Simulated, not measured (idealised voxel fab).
process module | voxel gate over fins
cross-section cut | 255 nm wide | cells 5 nm
A cross-section is a grid of square cells, given in bands from the top down. A band is one or more rows of cells.
Each band's line starts with the height of the band's top and of its bottom, in nm. Then come its materials from left to right, each with its width in nm. One material with "throughout" fills the band from edge to edge. "air" is empty space.
Height 0 is the level under which the wafer as received is all one material. The lowest band goes on downwards, as in "0 down".
A width such as "30 to 40" changes by the same amount from each row of cells to the next, from the band's top row to its bottom row.
"no change" after a step means that no cell of the cross-section changed.
closed voids: empty space of 8 cells or more with no open way to the top, each as width x height at its distance from the left edge, in nm
after a step's settings: what the simulator itself notes on the step
overlay nm, on a step with a mask: how far to the right of its planned place the mask lay; to the left if negative
plan
1 op RECEIVE | material Si
2 op CONFORMAL_DEP | material SiN | thk nm 10
3 op DIRECTIONAL_DEP | material aC | thk nm 10
4 op PATTERN | tone cover | mask id FINS | material resist | width nm 15 | pitch nm 45 | thk nm 25 | overlay nm 0
5 op DIRECTIONAL_ETCH | etch materials aC | depth nm 10
6 op STRIP | etch materials resist
7 op DIRECTIONAL_ETCH | etch materials SiN | depth nm 10
8 op DIRECTIONAL_ETCH | etch materials Si | depth nm 40
9 op STRIP | etch materials aC
10 op FILL_DEP | material SiO2 | thk nm 5
11 op CMP | height nm 10
12 op SELECTIVE_ETCH | etch materials SiO2 | depth nm 25
13 op STRIP | etch materials SiN
14 op CONFORMAL_DEP | material HfO2 | thk nm 5
15 op CONFORMAL_DEP | material TiN | thk nm 5
16 op FILL_DEP | material W | thk nm 15
17 op CMP | height nm 20
18 op CONFORMAL_DEP | material SiN | thk nm 5
as received, after step 1
  0 down: Si throughout
  closed voids: none
first wafer at the end, as planned
  25 to 20: SiN throughout
  20 to 10: W throughout
  10 to 5: W 65 | TiN 35 | W 10 | TiN 35 | W 10 | TiN 35 | W 65
  5 to 0: W 65 | TiN 5 | HfO2 25 | TiN 5 | W 10 | TiN 5 | HfO2 25 | TiN 5 | W 10 | TiN 5 | HfO2 25 | TiN 5 | W 65
  0 to -5: W 65 | TiN 5 | HfO2 5 | Si 15 | HfO2 5 | TiN 5 | W 10 | TiN 5 | HfO2 5 | Si 15 | HfO2 5 | TiN 5 | W 10 | TiN 5 | HfO2 5 | Si 15 | HfO2 5 | TiN 5 | W 65
  -5 to -10: TiN 70 | HfO2 5 | Si 15 | HfO2 5 | TiN 20 | HfO2 5 | Si 15 | HfO2 5 | TiN 20 | HfO2 5 | Si 15 | HfO2 5 | TiN 70
  -10 to -15: HfO2 75 | Si 15 | HfO2 30 | Si 15 | HfO2 30 | Si 15 | HfO2 75
  -15 to -40: SiO2 75 | Si 15 | SiO2 30 | Si 15 | SiO2 30 | Si 15 | SiO2 75
  -40 down: Si throughout
  closed voids: none
second wafer at the end: like start, like plan, one mistake
  25 to 20: SiN throughout
  20 to 10: W throughout
  10 to 5: TiN throughout
  5 to 0: HfO2 80 | TiN 5 | HfO2 40 | TiN 5 | HfO2 40 | TiN 5 | HfO2 80
  0 to -10: Si 75 | HfO2 5 | TiN 5 | HfO2 5 | Si 30 | HfO2 5 | TiN 5 | HfO2 5 | Si 30 | HfO2 5 | TiN 5 | HfO2 5 | Si 75
  -10 to -15: Si 75 | HfO2 15 | Si 30 | HfO2 15 | Si 30 | HfO2 15 | Si 75
  -15 to -40: Si 75 | SiO2 15 | Si 30 | SiO2 15 | Si 30 | SiO2 15 | Si 75
  -40 down: Si throughout
  closed voids: none
what went wrong: step 4 ran as: op PATTERN | tone open | mask id FINS | material resist | width nm 15 | pitch nm 45 | thk nm 25 | overlay nm 0
at the end the second wafer has, in cells: 264 more of Si | 165 fewer of SiO2 | 9 fewer of TiN | 90 fewer of W
